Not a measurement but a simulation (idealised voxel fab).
A process module follows: voxel transistor to metal.
Pictured: cross-section cut, 215 nm wide, on a grid of 5 nm square cells.
Format of a cross-section: grid, square cells. Given as bands. Order: top down. Band: one or more rows of cells.
Within each band entry, the heights of the top and of the bottom of the band appear first, in that order and in nm; the materials of the band then follow from left to right, each with its corresponding width in nm. The designation "throughout" on a single material indicates that it fills the band from edge to edge; the designation "blank" indicates empty space.
Zero point of the height axis is 0; under it, received wafer = one material. Lowest band: continues down indefinitely, "0..down".
A width given as "30->40" starts at the first number in the band's top row and ends at the second number in its bottom row, shifting by an equal amount at every step from row to row.
"no modifications" means the step left every cell of the cross-section as it was.
Voids not open to the top, 8 cells minimum: see "Enclosed voids". Written width x height at distance; distance is from the left edge; nm.
What comes after the settings on a step's line is commentary from the simulator itself on that step.
A step's line can hold "overlay nm"; with a mask on that step, the setting says how far right of the planned place the mask lay, while a negative setting says it lay to the left.
Everything after this point is organized in pairs: a cross-section before one process step, a cross-section after it that shows only as deep as the lowest changed band, and, under the pair, the intervening step with its settings. Because different runs of this module on the same starting wafer can supply different pairs, a pair continues from the pair above it only if its entry headed "Before the step" says so.
# Before the step
  20..15: blank 55 nm, HfO2 45 nm, blank 15 nm, HfO2 45 nm, blank 55 nm
  15..10: HfO2 60 nm, SiGe 30 nm, SiN 5 nm, HfO2 5 nm, blank 15 nm, HfO2 5 nm, SiN 5 nm, SiGe 30 nm, HfO2 60 nm
  10..5: SiO2 60 nm, SiGe 30 nm, SiN 5 nm, HfO2 5 nm, blank 15 nm, HfO2 5 nm, SiN 5 nm, SiGe 30 nm, SiO2 60 nm
  5..-5: SiO2 40 nm, SiGe 50 nm, SiN 5 nm, HfO2 5 nm, blank 15 nm, HfO2 5 nm, SiN 5 nm, SiGe 50 nm, SiO2 40 nm
  -5..-10: SiO2 40 nm, SiGe 50 nm, HfO2 35 nm, SiGe 50 nm, SiO2 40 nm
  -10..-25: SiO2 55 nm, SiGe 35 nm, Si 35 nm, SiGe 35 nm, SiO2 55 nm
  -25..-35: SiO2 55 nm, Si 105 nm, SiO2 55 nm
  -35..down: Si throughout
  Enclosed voids: none
# Post-Step Geometry
  25..20: blank 50 nm, TiN 55 nm, blank 5 nm, TiN 55 nm, blank 50 nm
  20..15: TiN 55 nm, HfO2 45 nm, TiN 5 nm, blank 5 nm, TiN 5 nm, HfO2 45 nm, TiN 55 nm
  15..10: HfO2 60 nm, SiGe 30 nm, SiN 5 nm, HfO2 5 nm, TiN 5 nm, blank 5 nm, TiN 5 nm, HfO2 5 nm, SiN 5 nm, SiGe 30 nm, HfO2 60 nm
  10..0: SiO2 60->40 nm, SiGe 30->50 nm, SiN 5 nm, HfO2 5 nm, TiN 5 nm, blank 5 nm, TiN 5 nm, HfO2 5 nm, SiN 5 nm, SiGe 30->50 nm, SiO2 60->40 nm
  0..-5: SiO2 40 nm, SiGe 50 nm, SiN 5 nm, HfO2 5 nm, TiN 15 nm, HfO2 5 nm, SiN 5 nm, SiGe 50 nm, SiO2 40 nm
  Heights below -5 show no change.
  Enclosed voids: none
the step between: CONFORMAL_DEP [material TiN] [thk nm 5]
Before the step: see the after view in the pair directly above.
# Post-Step Geometry
  35..25: W throughout
  25..20: W 50 nm, TiN 55 nm, W 5 nm, TiN 55 nm, W 50 nm
  20..15: TiN 55 nm, HfO2 45 nm, TiN 5 nm, W 5 nm, TiN 5 nm, HfO2 45 nm, TiN 55 nm
  15..10: HfO2 60 nm, SiGe 30 nm, SiN 5 nm, HfO2 5 nm, TiN 5 nm, W 5 nm, TiN 5 nm, HfO2 5 nm, SiN 5 nm, SiGe 30 nm, HfO2 60 nm
  10..0: SiO2 60->40 nm, SiGe 30->50 nm, SiN 5 nm, HfO2 5 nm, TiN 5 nm, W 5 nm, TiN 5 nm, HfO2 5 nm, SiN 5 nm, SiGe 30->50 nm, SiO2 60->40 nm
  Heights below 0 show no change.
  Enclosed voids: none
the step between: FILL_DEP [material W] [thk nm 10]
Before the step: see the after view in the pair directly above.
# Post-Step Geometry
  10..0: SiO2 60->40 nm, SiGe 30->50 nm, SiN 5 nm, HfO2 5 nm, TiN 5 nm, W 5 nm, TiN 5 nm, HfO2 5 nm, SiN 5 nm, SiGe 30->50 nm, SiO2 60->40 nm
  Heights below 0 show no change.
  Enclosed voids: none
the step between: CMP [height nm 10]
Before the step: see the after view in the pair directly above.
# Post-Step Geometry
  25..10: SiO2 throughout
  Heights below 10 show no change.
  Enclosed voids: none
the step between: DIRECTIONAL_DEP [material SiO2] [thk nm 15]
Before the step: see the after view in the pair directly above.
# Post-Step Geometry
  45..25: resist 55 nm, blank 20 nm, resist 65 nm, blank 20 nm, resist 55 nm
  Heights below 25 show no change.
  Enclosed voids: none
the step between: PATTERN [tone open] [mask id CONTACT] [material resist] [width nm 20] [pitch nm 85] [thk nm 20] [overlay nm 0]
Before the step: see the after view in the pair directly above.
# Post-Step Geometry
  45..25: resist 55 nm, blank 20 nm, resist 65 nm, blank 20 nm, resist 55 nm
  25..10: SiO2 55 nm, blank 20 nm, SiO2 65 nm, blank 20 nm, SiO2 55 nm
  10..5: SiO2 55 nm, blank 5 nm, SiGe 30 nm, SiN 5 nm, HfO2 5 nm, TiN 5 nm, W 5 nm, TiN 5 nm, HfO2 5 nm, SiN 5 nm, SiGe 30 nm, blank 5 nm, SiO2 55 nm
  Heights below 5 show no change.
  Enclosed voids: none
the step between: DIRECTIONAL_ETCH [etch materials SiO2] [depth nm 35]
Before the step: see the after view in the pair directly above.
# Post-Step Geometry
  25..10: SiO2 55 nm, blank 20 nm, SiO2 65 nm, blank 20 nm, SiO2 55 nm
  Heights below 10 show no change.
  Enclosed voids: none
the step between: STRIP [etch materials resist]
Before the step: see the after view in the pair directly above.
# Post-Step Geometry
  30..25: TiN 60 nm, blank 10 nm, TiN 75 nm, blank 10 nm, TiN 60 nm
  25..15: SiO2 55 nm, TiN 5 nm, blank 10 nm, TiN 5 nm, SiO2 65 nm, TiN 5 nm, blank 10 nm, TiN 5 nm, SiO2 55 nm
  15..10: SiO2 55 nm, TiN 20 nm, SiO2 65 nm, TiN 20 nm, SiO2 55 nm
  10..5: SiO2 55 nm, TiN 5 nm, SiGe 30 nm, SiN 5 nm, HfO2 5 nm, TiN 5 nm, W 5 nm, TiN 5 nm, HfO2 5 nm, SiN 5 nm, SiGe 30 nm, TiN 5 nm, SiO2 55 nm
  Heights below 5 show no change.
  Enclosed voids: none
the step between: CONFORMAL_DEP [material TiN] [thk nm 5]
Before the step: see the after view in the pair directly above.
# Post-Step Geometry
  40..30: W throughout
  30..25: TiN 60 nm, W 10 nm, TiN 75 nm, W 10 nm, TiN 60 nm
  25..15: SiO2 55 nm, TiN 5 nm, W 10 nm, TiN 5 nm, SiO2 65 nm, TiN 5 nm, W 10 nm, TiN 5 nm, SiO2 55 nm
  Heights below 15 show no change.
  Enclosed voids: none
the step between: FILL_DEP [material W] [thk nm 10]
Before the step: see the after view in the pair directly above.
# Post-Step Geometry
  25..15: SiO2 55 nm, TiN 5 nm, W 10 nm, TiN 5 nm, SiO2 65 nm, TiN 5 nm, W 10 nm, TiN 5 nm, SiO2 55 nm
  Heights below 15 show no change.
  Enclosed voids: none
the step between: CMP [height nm 25]
Before the step: see the after view in the pair directly above.
# Post-Step Geometry
  30..25: TiN throughout
  Heights below 25 show no change.
  Enclosed voids: none
the step between: DIRECTIONAL_DEP [material TiN] [thk nm 5]
Before the step: see the after view in the pair directly above.
# Post-Step Geometry
  45..30: Ru throughout
  Heights below 30 show no change.
  Enclosed voids: none
the step between: DIRECTIONAL_DEP [material Ru] [thk nm 15]
Before the step: see the after view in the pair directly above.
# Post-Step Geometry
  65..45: blank 55 nm, resist 20 nm, blank 65 nm, resist 20 nm, blank 55 nm
  Heights below 45 show no change.
  Enclosed voids: none
the step between: PATTERN [tone cover] [mask id METAL_1] [material resist] [width nm 20] [pitch nm 85] [thk nm 20] [overlay nm 0]
Before the step: see the after view in the pair directly above.
# Post-Step Geometry
  65..45: blank 55 nm, resist 20 nm, blank 65 nm, resist 20 nm, blank 55 nm
  45..30: blank 55 nm, Ru 20 nm, blank 65 nm, Ru 20 nm, blank 55 nm
  Heights below 30 show no change.
  Enclosed voids: none
the step between: DIRECTIONAL_ETCH [etch materials Ru] [depth nm 15]
Before the step: see the after view in the pair directly above.
# Post-Step Geometry
  65..45: blank 55 nm, resist 20 nm, blank 65 nm, resist 20 nm, blank 55 nm
  45..30: blank 55 nm, Ru 20 nm, blank 65 nm, Ru 20 nm, blank 55 nm
  30..25: blank 55 nm, TiN 20 nm, blank 65 nm, TiN 20 nm, blank 55 nm
  Heights below 25 show no change.
  Enclosed voids: none
the step between: DIRECTIONAL_ETCH [etch materials TiN] [depth nm 5]
Before the step: see the after view in the pair directly above.
# Post-Step Geometry
  45..30: blank 55 nm, Ru 20 nm, blank 65 nm, Ru 20 nm, blank 55 nm
  Heights below 30 show no change.
  Enclosed voids: none
the step between: STRIP [etch materials resist]
Before the step: see the after view in the pair directly above.
# Post-Step Geometry
  50..45: blank 50 nm, SiCN 30 nm, blank 55 nm, SiCN 30 nm, blank 50 nm
  45..30: blank 50 nm, SiCN 5 nm, Ru 20 nm, SiCN 5 nm, blank 55 nm, SiCN 5 nm, Ru 20 nm, SiCN 5 nm, blank 50 nm
  30..25: SiCN 55 nm, TiN 20 nm, SiCN 65 nm, TiN 20 nm, SiCN 55 nm
  Heights below 25 show no change.
  Enclosed voids: none
the step between: CONFORMAL_DEP [material SiCN] [thk nm 5]
Before the step: see the after view in the pair directly above.
# Post-Step Geometry
  60..50: lowk throughout
  50..45: lowk 50 nm, SiCN 30 nm, lowk 55 nm, SiCN 30 nm, lowk 50 nm
  45..30: lowk 50 nm, SiCN 5 nm, Ru 20 nm, SiCN 5 nm, lowk 55 nm, SiCN 5 nm, Ru 20 nm, SiCN 5 nm, lowk 50 nm
  Heights below 30 show no change.
  Enclosed voids: none
the step between: FILL_DEP [material lowk] [thk nm 10]
Before the step: see the after view in the pair directly above.
# Post-Step Geometry
  45..30: lowk 50 nm, SiCN 5 nm, Ru 20 nm, SiCN 5 nm, lowk 55 nm, SiCN 5 nm, Ru 20 nm, SiCN 5 nm, lowk 50 nm
  Heights below 30 show no change.
  Enclosed voids: none
the step between: CMP [height nm 45]
Before the step: see the after view in the pair directly above.
# Post-Step Geometry
  50..45: SiCN throughout
  Heights below 45 show no change.
  Enclosed voids: none
the step between: CONFORMAL_DEP [material SiCN] [thk nm 5]
# Before the step
  25..10: SiO2 55 nm, TiN 5 nm, W 10 nm, TiN 5 nm, SiO2 65 nm, TiN 5 nm, W 10 nm, TiN 5 nm, SiO2 55 nm
  10..5: SiO2 55 nm, TiN 5 nm, W 10 nm, TiN 5 nm, SiO2 15 nm, SiN 5 nm, HfO2 5 nm, TiN 5 nm, W 5 nm, TiN 5 nm, HfO2 5 nm, SiN 5 nm, SiO2 15 nm, TiN 5 nm, W 10 nm, TiN 5 nm, SiO2 55 nm
  5..0: SiO2 55 nm, TiN 5 nm, W 10 nm, TiN 5 nm, SiGe 15 nm, SiN 5 nm, HfO2 5 nm, TiN 5 nm, W 5 nm, TiN 5 nm, HfO2 5 nm, SiN 5 nm, SiGe 15 nm, TiN 5 nm, W 10 nm, TiN 5 nm, SiO2 55 nm
  0..-5: SiO2 55 nm, TiN 5 nm, W 10 nm, TiN 5 nm, SiGe 15 nm, SiN 5 nm, HfO2 5 nm, TiN 15 nm, HfO2 5 nm, SiN 5 nm, SiGe 15 nm, TiN 5 nm, W 10 nm, TiN 5 nm, SiO2 55 nm
  -5..-10: SiO2 55 nm, TiN 20 nm, SiGe 15 nm, HfO2 35 nm, SiGe 15 nm, TiN 20 nm, SiO2 55 nm
  -10..-25: SiO2 55 nm, SiGe 35 nm, Si 35 nm, SiGe 35 nm, SiO2 55 nm
  -25..-35: SiO2 55 nm, Si 105 nm, SiO2 55 nm
  -35..down: Si throughout
  Enclosed voids: none
# Post-Step Geometry
  40..25: Ru throughout
  Heights below 25 show no change.
  Enclosed voids: none
the step between: DIRECTIONAL_DEP [material Ru] [thk nm 15]
Before the step: see the after view in the pair directly above.
# Post-Step Geometry
  45..40: TiN throughout
  Heights below 40 show no change.
  Enclosed voids: none
the step between: DIRECTIONAL_DEP [material TiN] [thk nm 5]
Before the step: see the after view in the pair directly above.
# Post-Step Geometry
  65..45: blank 55 nm, resist 20 nm, blank 65 nm, resist 20 nm, blank 55 nm
  Heights below 45 show no change.
  Enclosed voids: none
the step between: PATTERN [tone cover] [mask id METAL_1] [material resist] [width nm 20] [pitch nm 85] [thk nm 20] [overlay nm 0]
Before the step: see the after view in the pair directly above.
# Post-Step Geometry
  65..45: blank 55 nm, resist 20 nm, blank 65 nm, resist 20 nm, blank 55 nm
  45..40: blank 55 nm, TiN 20 nm, blank 65 nm, TiN 20 nm, blank 55 nm
  Heights below 40 show no change.
  Enclosed voids: none
the step between: DIRECTIONAL_ETCH [etch materials TiN] [depth nm 5]
Before the step: see the after view in the pair directly above.
# Post-Step Geometry
  45..40: blank 55 nm, TiN 20 nm, blank 65 nm, TiN 20 nm, blank 55 nm
  Heights below 40 show no change.
  Enclosed voids: none
the step between: STRIP [etch materials resist]
Before the step: see the after view in the pair directly above.
# Post-Step Geometry
  50..45: blank 50 nm, SiCN 30 nm, blank 55 nm, SiCN 30 nm, blank 50 nm
  45..40: SiCN 55 nm, TiN 20 nm, SiCN 65 nm, TiN 20 nm, SiCN 55 nm
  Heights below 40 show no change.
  Enclosed voids: none
the step between: CONFORMAL_DEP [material SiCN] [thk nm 5]
Before the step: see the after view in the pair directly above.
# Post-Step Geometry
  60..50: lowk throughout
  50..45: lowk 50 nm, SiCN 30 nm, lowk 55 nm, SiCN 30 nm, lowk 50 nm
  Heights below 45 show no change.
  Enclosed voids: none
the step between: FILL_DEP [material lowk] [thk nm 10]
Before the step: see the after view in the pair directly above.
# Post-Step Geometry
  45..40: SiCN 55 nm, TiN 20 nm, SiCN 65 nm, TiN 20 nm, SiCN 55 nm
  Heights below 40 show no change.
  Enclosed voids: none
the step between: CMP [height nm 45]
Before the step: see the after view in the pair directly above.
# Post-Step Geometry
  50..45: SiCN throughout
  Heights below 45 show no change.
  Enclosed voids: none
the step between: CONFORMAL_DEP [material SiCN] [thk nm 5]
# Before the step
  40..30: W throughout
  30..25: TiN 60 nm, W 10 nm, TiN 75 nm, W 10 nm, TiN 60 nm
  25..10: SiO2 55 nm, TiN 5 nm, W 10 nm, TiN 5 nm, SiO2 65 nm, TiN 5 nm, W 10 nm, TiN 5 nm, SiO2 55 nm
  10..5: SiO2 55 nm, TiN 5 nm, W 10 nm, TiN 5 nm, SiO2 15 nm, SiN 5 nm, HfO2 5 nm, TiN 5 nm, W 5 nm, TiN 5 nm, HfO2 5 nm, SiN 5 nm, SiO2 15 nm, TiN 5 nm, W 10 nm, TiN 5 nm, SiO2 55 nm
  5..0: SiO2 55 nm, TiN 5 nm, W 10 nm, TiN 5 nm, SiGe 15 nm, SiN 5 nm, HfO2 5 nm, TiN 5 nm, W 5 nm, TiN 5 nm, HfO2 5 nm, SiN 5 nm, SiGe 15 nm, TiN 5 nm, W 10 nm, TiN 5 nm, SiO2 55 nm
  0..-5: SiO2 55 nm, TiN 5 nm, W 10 nm, TiN 5 nm, SiGe 15 nm, SiN 5 nm, HfO2 5 nm, TiN 15 nm, HfO2 5 nm, SiN 5 nm, SiGe 15 nm, TiN 5 nm, W 10 nm, TiN 5 nm, SiO2 55 nm
  -5..-10: SiO2 55 nm, TiN 20 nm, SiGe 15 nm, HfO2 35 nm, SiGe 15 nm, TiN 20 nm, SiO2 55 nm
  -10..-25: SiO2 55 nm, SiGe 35 nm, Si 35 nm, SiGe 35 nm, SiO2 55 nm
  -25..-35: SiO2 55 nm, Si 105 nm, SiO2 55 nm
  -35..down: Si throughout
  Enclosed voids: none
# Post-Step Geometry
  20..10: SiO2 55 nm, TiN 5 nm, W 10 nm, TiN 5 nm, SiO2 65 nm, TiN 5 nm, W 10 nm, TiN 5 nm, SiO2 55 nm
  Heights below 10 show no change.
  Enclosed voids: none
the step between: CMP [height nm 20]
Before the step: see the after view in the pair directly above.
# Post-Step Geometry
  25..20: TiN throughout
  Heights below 20 show no change.
  Enclosed voids: none
the step between: DIRECTIONAL_DEP [material TiN] [thk nm 5]
Before the step: see the after view in the pair directly above.
# Post-Step Geometry
  40..25: Ru throughout
  Heights below 25 show no change.
  Enclosed voids: none
the step between: DIRECTIONAL_DEP [material Ru] [thk nm 15]
Before the step: see the after view in the pair directly above.
# Post-Step Geometry
  60..40: blank 55 nm, resist 20 nm, blank 65 nm, resist 20 nm, blank 55 nm
  Heights below 40 show no change.
  Enclosed voids: none
the step between: PATTERN [tone cover] [mask id METAL_1] [material resist] [width nm 20] [pitch nm 85] [thk nm 20] [overlay nm 0]
Before the step: see the after view in the pair directly above.
# Post-Step Geometry
  60..40: blank 55 nm, resist 20 nm, blank 65 nm, resist 20 nm, blank 55 nm
  40..25: blank 55 nm, Ru 20 nm, blank 65 nm, Ru 20 nm, blank 55 nm
  Heights below 25 show no change.
  Enclosed voids: none
the step between: DIRECTIONAL_ETCH [etch materials Ru] [depth nm 15]
Before the step: see the after view in the pair directly above.
# Post-Step Geometry
  60..40: blank 55 nm, resist 20 nm, blank 65 nm, resist 20 nm, blank 55 nm
  40..25: blank 55 nm, Ru 20 nm, blank 65 nm, Ru 20 nm, blank 55 nm
  25..20: blank 55 nm, TiN 20 nm, blank 65 nm, TiN 20 nm, blank 55 nm
  Heights below 20 show no change.
  Enclosed voids: none
the step between: DIRECTIONAL_ETCH [etch materials TiN] [depth nm 5]
Before the step: see the after view in the pair directly above.
# Post-Step Geometry
  40..25: blank 55 nm, Ru 20 nm, blank 65 nm, Ru 20 nm, blank 55 nm
  Heights below 25 show no change.
  Enclosed voids: none
the step between: STRIP [etch materials resist]
Before the step: see the after view in the pair directly above.
# Post-Step Geometry
  45..40: blank 50 nm, SiCN 30 nm, blank 55 nm, SiCN 30 nm, blank 50 nm
  40..25: blank 50 nm, SiCN 5 nm, Ru 20 nm, SiCN 5 nm, blank 55 nm, SiCN 5 nm, Ru 20 nm, SiCN 5 nm, blank 50 nm
  25..20: SiCN 55 nm, TiN 20 nm, SiCN 65 nm, TiN 20 nm, SiCN 55 nm
  Heights below 20 show no change.
  Enclosed voids: none
the step between: CONFORMAL_DEP [material SiCN] [thk nm 5]
Before the step: see the after view in the pair directly above.
# Post-Step Geometry
  55..45: lowk throughout
  45..40: lowk 50 nm, SiCN 30 nm, lowk 55 nm, SiCN 30 nm, lowk 50 nm
  40..25: lowk 50 nm, SiCN 5 nm, Ru 20 nm, SiCN 5 nm, lowk 55 nm, SiCN 5 nm, Ru 20 nm, SiCN 5 nm, lowk 50 nm
  Heights below 25 show no change.
  Enclosed voids: none
the step between: FILL_DEP [material lowk] [thk nm 10]
Before the step: see the after view in the pair directly above.
# Post-Step Geometry
  45..40: lowk 50 nm, SiCN 30 nm, lowk 55 nm, SiCN 30 nm, lowk 50 nm
  Heights below 40 show no change.
  Enclosed voids: none
the step between: CMP [height nm 45]
Before the step: see the after view in the pair directly above.
# Post-Step Geometry
  50..45: SiCN throughout
  Heights below 45 show no change.
  Enclosed voids: none
the step between: CONFORMAL_DEP [material SiCN] [thk nm 5]
# Before the step
  25..15: aC throughout
  15..0: SiN throughout
  0..-5: SiO2 throughout
  -5..down: Si throughout
  Enclosed voids: none
# Post-Step Geometry
  50..25: blank 55 nm, resist 110 nm, blank 50 nm
  Heights below 25 show no change.
  Enclosed voids: none
the step between: PATTERN [tone cover] [mask id ACTIVE] [material resist] [width nm 110] [thk nm 25] [overlay nm 0]
Before the step: see the after view in the pair directly above.
# Post-Step Geometry
  40..25: blank 55 nm, resist 110 nm, blank 50 nm
  25..15: blank 55 nm, aC 110 nm, blank 50 nm
  Heights below 15 show no change.
  Enclosed voids: none
the step between: DIRECTIONAL_ETCH [etch materials aC] [depth nm 10]
Before the step: see the after view in the pair directly above.
# Post-Step Geometry
  25..15: blank 55 nm, aC 110 nm, blank 50 nm
  Heights below 15 show no change.
  Enclosed voids: none
the step between: STRIP [etch materials resist]
Before the step: see the after view in the pair directly above.
# Post-Step Geometry
  25..15: blank 55 nm, aC 110 nm, blank 50 nm
  15..0: blank 55 nm, SiN 110 nm, blank 50 nm
  Heights below 0 show no change.
  Enclosed voids: none
the step between: DIRECTIONAL_ETCH [etch materials SiN] [depth nm 15]
Before the step: see the after view in the pair directly above.
# Post-Step Geometry
  25..15: blank 55 nm, aC 110 nm, blank 50 nm
  15..0: blank 55 nm, SiN 110 nm, blank 50 nm
  0..-5: blank 55 nm, SiO2 110 nm, blank 50 nm
  Heights below -5 show no change.
  Enclosed voids: none
the step between: DIRECTIONAL_ETCH [etch materials SiO2] [depth nm 5]
Before the step: see the after view in the pair directly above.
# Post-Step Geometry
  25..15: blank 55 nm, aC 110 nm, blank 50 nm
  15..0: blank 55 nm, SiN 110 nm, blank 50 nm
  0..-5: blank 55 nm, SiO2 110 nm, blank 50 nm
  -5..-30: blank 55 nm, Si 110 nm, blank 50 nm
  Heights below -30 show no change.
  Enclosed voids: none
the step between: DIRECTIONAL_ETCH [etch materials Si] [depth nm 25]
Before the step: see the after view in the pair directly above.
# Post-Step Geometry
  15..0: blank 55 nm, SiN 110 nm, blank 50 nm
  Heights below 0 show no change.
  Enclosed voids: none
the step between: STRIP [etch materials aC]
Before the step: see the after view in the pair directly above.
# Post-Step Geometry
  15..0: blank 55 nm, SiN 110 nm, blank 50 nm
  0..-5: blank 55 nm, SiO2 110 nm, blank 50 nm
  -5..-30: blank 55 nm, SiO2 5 nm, Si 100 nm, SiO2 5 nm, blank 50 nm
  -30..-35: SiO2 60 nm, Si 100 nm, SiO2 55 nm
  Heights below -35 show no change.
  Enclosed voids: none
the step between: OXIDIZE [depth nm 5]
Before the step: see the after view in the pair directly above.
# Post-Step Geometry
  30..15: SiO2 throughout
  15..0: SiO2 55 nm, SiN 110 nm, SiO2 50 nm
  0..-5: SiO2 throughout
  -5..-35: SiO2 60 nm, Si 100 nm, SiO2 55 nm
  Heights below -35 show no change.
  Enclosed voids: none
the step between: FILL_DEP [material SiO2] [thk nm 15]
Before the step: see the after view in the pair directly above.
# Post-Step Geometry
  15..0: SiO2 55 nm, SiN 110 nm, SiO2 50 nm
  Heights below 0 show no change.
  Enclosed voids: none
the step between: CMP [height nm 15]
Before the step: see the after view in the pair directly above.
# Post-Step Geometry
  15..0: blank 55 nm, SiN 110 nm, blank 50 nm
  Heights below 0 show no change.
  Enclosed voids: none
the step between: SELECTIVE_ETCH [etch materials SiO2] [depth nm 15]
Before the step: see the after view in the pair directly above.
# Post-Step Geometry
  0..-5: SiO2 throughout
  Heights below -5 show no change.
  Enclosed voids: none
the step between: STRIP [etch materials SiN]
Before the step: see the after view in the pair directly above.
# Post-Step Geometry
  -5..-35: SiO2 60 nm, Si 100 nm, SiO2 55 nm
  Heights below -35 show no change.
  Enclosed voids: none
the step between: SELECTIVE_ETCH [etch materials SiO2] [depth nm 5]
Before the step: see the after view in the pair directly above.
# Post-Step Geometry
  -5..-10: SiO2 throughout
  Heights below -10 show no change.
  Enclosed voids: none
the step between: OXIDIZE [depth nm 5]
Before the step: see the after view in the pair directly above.
# Post-Step Geometry
  15..-5: polySi throughout
  Heights below -5 show no change.
  Enclosed voids: none
the step between: DIRECTIONAL_DEP [material polySi] [thk nm 20]
Before the step: see the after view in the pair directly above.
# Post-Step Geometry
  25..15: SiCN throughout
  Heights below 15 show no change.
  Enclosed voids: none
the step between: DIRECTIONAL_DEP [material SiCN] [thk nm 10]
Before the step: see the after view in the pair directly above.
# Post-Step Geometry
  45..25: blank 95 nm, resist 25 nm, blank 95 nm
  Heights below 25 show no change.
  Enclosed voids: none
the step between: PATTERN [tone cover] [mask id GATE] [material resist] [width nm 25] [thk nm 20] [overlay nm 0]
Before the step: see the after view in the pair directly above.
# Post-Step Geometry
  45..25: blank 95 nm, resist 25 nm, blank 95 nm
  25..15: blank 95 nm, SiCN 25 nm, blank 95 nm
  Heights below 15 show no change.
  Enclosed voids: none
the step between: DIRECTIONAL_ETCH [etch materials SiCN] [depth nm 20]
Before the step: see the after view in the pair directly above.
# Post-Step Geometry
  45..25: blank 95 nm, resist 25 nm, blank 95 nm
  25..15: blank 95 nm, SiCN 25 nm, blank 95 nm
  15..-5: blank 95 nm, polySi 25 nm, blank 95 nm
  Heights below -5 show no change.
  Enclosed voids: none
the step between: DIRECTIONAL_ETCH [etch materials polySi] [depth nm 30]
Before the step: see the after view in the pair directly above.
# Post-Step Geometry
  25..15: blank 95 nm, SiCN 25 nm, blank 95 nm
  Heights below 15 show no change.
  Enclosed voids: none
the step between: STRIP [etch materials resist]
Before the step: see the after view in the pair directly above.
# Post-Step Geometry
  30..25: blank 90 nm, SiN 35 nm, blank 90 nm
  25..15: blank 90 nm, SiN 5 nm, SiCN 25 nm, SiN 5 nm, blank 90 nm
  15..0: blank 90 nm, SiN 5 nm, polySi 25 nm, SiN 5 nm, blank 90 nm
  0..-5: SiN 95 nm, polySi 25 nm, SiN 95 nm
  Heights below -5 show no change.
  Enclosed voids: none
the step between: CONFORMAL_DEP [material SiN] [thk nm 5]
Before the step: see the after view in the pair directly above.
# Post-Step Geometry
  25..15: blank 90 nm, SiN 5 nm, SiCN 25 nm, SiN 5 nm, blank 90 nm
  15..-5: blank 90 nm, SiN 5 nm, polySi 25 nm, SiN 5 nm, blank 90 nm
  Heights below -5 show no change.
  Enclosed voids: none
the step between: DIRECTIONAL_ETCH [etch materials SiN] [depth nm 5]
Before the step: see the after view in the pair directly above.
# Post-Step Geometry
  25..15: blank 90 nm, SiN 5 nm, SiCN 25 nm, SiN 5 nm, blank 90 nm
  15..-5: blank 90 nm, SiN 5 nm, polySi 25 nm, SiN 5 nm, blank 90 nm
  -5..-10: blank 90 nm, SiO2 35 nm, blank 90 nm
  Heights below -10 show no change.
  Enclosed voids: none
the step between: DIRECTIONAL_ETCH [etch materials SiO2] [depth nm 5]
Before the step: see the after view in the pair directly above.
# Post-Step Geometry
  25..15: blank 90 nm, SiN 5 nm, SiCN 25 nm, SiN 5 nm, blank 90 nm
  15..-5: blank 90 nm, SiN 5 nm, polySi 25 nm, SiN 5 nm, blank 90 nm
  -5..-10: blank 90 nm, SiO2 35 nm, blank 90 nm
  -10..-25: SiO2 60 nm, blank 30 nm, Si 35 nm, blank 35 nm, SiO2 55 nm
  Heights below -25 show no change.
  Enclosed voids: none
the step between: DIRECTIONAL_ETCH [etch materials Si] [depth nm 15]
Before the step: see the after view in the pair directly above.
# Post-Step Geometry
  25..15: blank 90 nm, SiN 5 nm, SiCN 25 nm, SiN 5 nm, blank 90 nm
  15..5: blank 90 nm, SiN 5 nm, polySi 25 nm, SiN 5 nm, blank 90 nm
  5..-5: blank 75 nm, SiGe 15 nm, SiN 5 nm, polySi 25 nm, SiN 5 nm, SiGe 15 nm, blank 75 nm
  -5..-10: blank 75 nm, SiGe 15 nm, SiO2 35 nm, SiGe 15 nm, blank 75 nm
  -10..-25: SiO2 60 nm, SiGe 30 nm, Si 35 nm, SiGe 35 nm, SiO2 55 nm
  Heights below -25 show no change.
  Enclosed voids: none
the step between: EPI [material SiGe] [thk nm 15]
Before the step: see the after view in the pair directly above.
# Post-Step Geometry
  35..25: SiO2 throughout
  25..15: SiO2 90 nm, SiN 5 nm, SiCN 25 nm, SiN 5 nm, SiO2 90 nm
  15..5: SiO2 90 nm, SiN 5 nm, polySi 25 nm, SiN 5 nm, SiO2 90 nm
  5..-5: SiO2 75 nm, SiGe 15 nm, SiN 5 nm, polySi 25 nm, SiN 5 nm, SiGe 15 nm, SiO2 75 nm
  -5..-10: SiO2 75 nm, SiGe 15 nm, SiO2 35 nm, SiGe 15 nm, SiO2 75 nm
  Heights below -10 show no change.
  Enclosed voids: none
the step between: FILL_DEP [material SiO2] [thk nm 10]
Before the step: see the after view in the pair directly above.
# Post-Step Geometry
  15..5: SiO2 90 nm, SiN 5 nm, polySi 25 nm, SiN 5 nm, SiO2 90 nm
  Heights below 5 show no change.
  Enclosed voids: none
the step between: CMP [height nm 15]
Before the step: see the after view in the pair directly above.
# Post-Step Geometry
  15..5: SiO2 90 nm, SiN 5 nm, blank 25 nm, SiN 5 nm, SiO2 90 nm
  5..-5: SiO2 75 nm, SiGe 15 nm, SiN 5 nm, blank 25 nm, SiN 5 nm, SiGe 15 nm, SiO2 75 nm
  Heights below -5 show no change.
  Enclosed voids: none
the step between: STRIP [etch materials polySi]
Before the step: see the after view in the pair directly above.
# Post-Step Geometry
  15..10: blank 90 nm, SiN 5 nm, blank 25 nm, SiN 5 nm, blank 90 nm
  10..5: SiO2 90 nm, SiN 5 nm, blank 25 nm, SiN 5 nm, SiO2 90 nm
  5..-5: SiO2 75 nm, SiGe 15 nm, SiN 5 nm, blank 25 nm, SiN 5 nm, SiGe 15 nm, SiO2 75 nm
  -5..-10: SiO2 75 nm, SiGe 15 nm, blank 35 nm, SiGe 15 nm, SiO2 75 nm
  Heights below -10 show no change.
  Enclosed voids: none
the step between: SELECTIVE_ETCH [etch materials SiO2] [depth nm 5]
Before the step: see the after view in the pair directly above.
# Post-Step Geometry
  20..15: blank 85 nm, HfO2 15 nm, blank 15 nm, HfO2 15 nm, blank 85 nm
  15..10: HfO2 90 nm, SiN 5 nm, HfO2 5 nm, blank 15 nm, HfO2 5 nm, SiN 5 nm, HfO2 90 nm
  10..5: SiO2 90 nm, SiN 5 nm, HfO2 5 nm, blank 15 nm, HfO2 5 nm, SiN 5 nm, SiO2 90 nm
  5..-5: SiO2 75 nm, SiGe 15 nm, SiN 5 nm, HfO2 5 nm, blank 15 nm, HfO2 5 nm, SiN 5 nm, SiGe 15 nm, SiO2 75 nm
  -5..-10: SiO2 75 nm, SiGe 15 nm, HfO2 35 nm, SiGe 15 nm, SiO2 75 nm
  Heights below -10 show no change.
  Enclosed voids: none
the step between: CONFORMAL_DEP [material HfO2] [thk nm 5]
